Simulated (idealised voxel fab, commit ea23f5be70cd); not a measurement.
The following process module bears the name voxel self aligned vias.
Cross-sectional view cut (width: 210 nm; square cell size: 5 nm).
Square cells in a grid make up a cross-section in this document, and the grid is given as bands, listed from the top down, each one or more rows of cells. Band entry format. Leading values: height of top, height of bottom, nm. Remainder: materials in left-to-right order, each with its width in nm. Special words: "throughout" on a single material, which then fills the band edge to edge; "empty", empty space. Counting heights begins at 0, where everything beneath is, in the wafer as received, one material. The lowest band has no bottom; it goes on downwards, as "0 -> down" shows. A width given as "30..40" starts at the first number in the band's top row and ends at the second number in its bottom row, shifting by an equal amount at every step from row to row. What does "no change occurred" mean for a step? It means no cell of the cross-section changed in that step. Closed empty spaces (no open way to the top) of 8 cells or more are what "Completely enclosed voids" lists, each as width x height at distance from the left edge, nm for all three. The remark found on a step's line after its settings is issued by the simulator itself and pertains to that step. overlay nm: right-of-plan distance of the mask on a masked step; negative values mean left-of-plan.
Steps planned for the process:
1: RECEIVE | material Si
2: CONFORMAL_DEP | material SiO2 | thk nm 15
3: CONFORMAL_DEP | material SiCN | thk nm 5
4: DIRECTIONAL_DEP | material SiO2 | thk nm 20
5: PATTERN | tone open | mask id LINES | material resist | width nm 20 | pitch nm 55 | thk nm 15 | overlay nm 0
6: DIRECTIONAL_ETCH | etch materials SiO2 | depth nm 20
7: STRIP | etch materials resist
8: CONFORMAL_DEP | material TiN | thk nm 5
9: FILL_DEP | material Ru | thk nm 5
10: CMP | height nm 40
11: SELECTIVE_ETCH | etch materials W Ru TiN | depth nm 10
12: FILL_DEP | material SiN | thk nm 10
13: CMP | height nm 40
14: DIRECTIONAL_DEP | material SiO2 | thk nm 20
15: MASKED_ETCH | tone open | mask id VIAS | width nm 40 | pitch nm 110 | etch materials SiO2 | depth nm 20 | overlay nm 0
16: MASKED_ETCH | tone open | mask id VIAS | width nm 40 | pitch nm 110 | etch materials SiN | depth nm 10 | overlay nm 0
17: CONFORMAL_DEP | material TiN | thk nm 5
18: FILL_DEP | material Cu | thk nm 10
19: CMP | height nm 60
20: CONFORMAL_DEP | material SiCN | thk nm 5
Delivered wafer in cross-section: state after step 1:
* 0 -> down: Si throughout
* Completely enclosed voids: none
Wafer cross-section at end of module: start and plan as shown above, one execution error:
* 65 -> 60: SiCN throughout
* 60 -> 45: SiO2 (30) | TiN (5) | Cu (30) | TiN (5) | SiO2 (70) | TiN (5) | Cu (30) | TiN (5) | SiO2 (30)
* 45 -> 40: SiO2 (30) | TiN (15) | Cu (10) | TiN (15) | SiO2 (70) | TiN (15) | Cu (10) | TiN (15) | SiO2 (30)
* 40 -> 35: SiO2 (40) | TiN (5) | Cu (10) | TiN (5) | SiO2 (35) | SiN (20) | SiO2 (35) | TiN (5) | Cu (10) | TiN (5) | SiO2 (40)
* 35 -> 30: SiO2 (40) | TiN (20) | SiO2 (35) | SiN (20) | SiO2 (35) | TiN (20) | SiO2 (40)
* 30 -> 25: SiO2 (40) | TiN (5) | SiN (10) | TiN (5) | SiO2 (35) | TiN (5) | SiN (10) | TiN (5) | SiO2 (35) | TiN (5) | SiN (10) | TiN (5) | SiO2 (40)
* 25 -> 20: SiO2 (40) | TiN (20) | SiO2 (35) | TiN (20) | SiO2 (35) | TiN (20) | SiO2 (40)
* 20 -> 15: SiCN throughout
* 15 -> 0: SiO2 throughout
* 0 -> down: Si throughout
* Completely enclosed voids: none
Deviation from plan: step 9 was run on a setting that differed from the plan, and what really ran there is FILL_DEP | material SiN | thk nm 5
